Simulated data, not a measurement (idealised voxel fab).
This is a process module. Its name is voxel air gaps.
Shown is cross-section cut, with a width of 295 nm and square cells of size 5 nm.
Cross-section format: a grid of square cells, given as bands from top to bottom; each band is one or more rows of cells. What a band's entry tells you: where the top is and where the bottom is, as heights in nm, and after that what lies inside, material by material from left to right, each with its width in nm. Empty space is written as the word "empty", and a single material marked with the word "full width" occupies the band from edge to edge. Measure heights from 0. That's the level where, below it, the as-received wafer is all one material. The lowest band is bottomless and extends downward; write it as in "from 0 down". A width given as "30..40" starts at the first number in the band's top row and ends at the second number in its bottom row, shifting by an equal amount at every step from row to row. "nothing was modified" -> step changed no cross-section cell. "Closed void listing" enumerates empty spaces isolated from the top, with no open way to it, that contain at least 8 cells, giving each as width x height at distance from the left edge, all three in nm. Post-settings text on a step line: simulator's own remark regarding the step. For masked steps, "overlay nm" on the step line gives how far right of plan the mask actually lay; a minus sign means it lay to the left.

## Steps in the process plan
1,RECEIVE,material Si
2,CONFORMAL_DEP,material SiO2,thk nm 10
3,CONFORMAL_DEP,material SiCN,thk nm 5
4,DIRECTIONAL_DEP,material SiO2,thk nm 30
5,PATTERN,tone open,mask id LINES,material resist,width nm 25,pitch nm 55,thk nm 15,overlay nm 0
6,DIRECTIONAL_ETCH,etch materials SiO2,depth nm 30
7,STRIP,etch materials resist
8,CONFORMAL_DEP,material TiN,thk nm 5
9,FILL_DEP,material Ru,thk nm 5
10,CMP,height nm 45
11,EPI,material Ru,thk nm 10
12,SELECTIVE_ETCH,etch materials SiO2,depth nm 40
13,CONFORMAL_DEP,material SiCN,thk nm 5
Be aware that, although all wafers share a common starting state, the thk nm at step 3 differs among them, and the plan displays the first wafer's value.

## As-received state after step 1, first of several wafers, cross-section
	from 0 down = Si full width
	Closed void listing: none

## each wafer at the end: cells of each material gained (+) or lost (-) since it was received, then its closed voids
thk nm 5, +132 Ru, +214 SiCN, +118 SiO2, +60 TiN, Closed void listing: 20 x 20 at 80; 20 x 20 at 135; 20 x 20 at 190
thk nm 10, +120 Ru, +265 SiCN, +118 SiO2, +52 TiN, Closed void listing: 20 x 15 at 80; 20 x 15 at 135; 20 x 15 at 190
thk nm 15, +108 Ru, +316 SiCN, +118 SiO2, +44 TiN, Closed void listing: 20 x 10 at 80; 20 x 10 at 135; 20 x 10 at 190
thk nm 20, +96 Ru, +367 SiCN, +118 SiO2, +36 TiN, Closed void listing: none
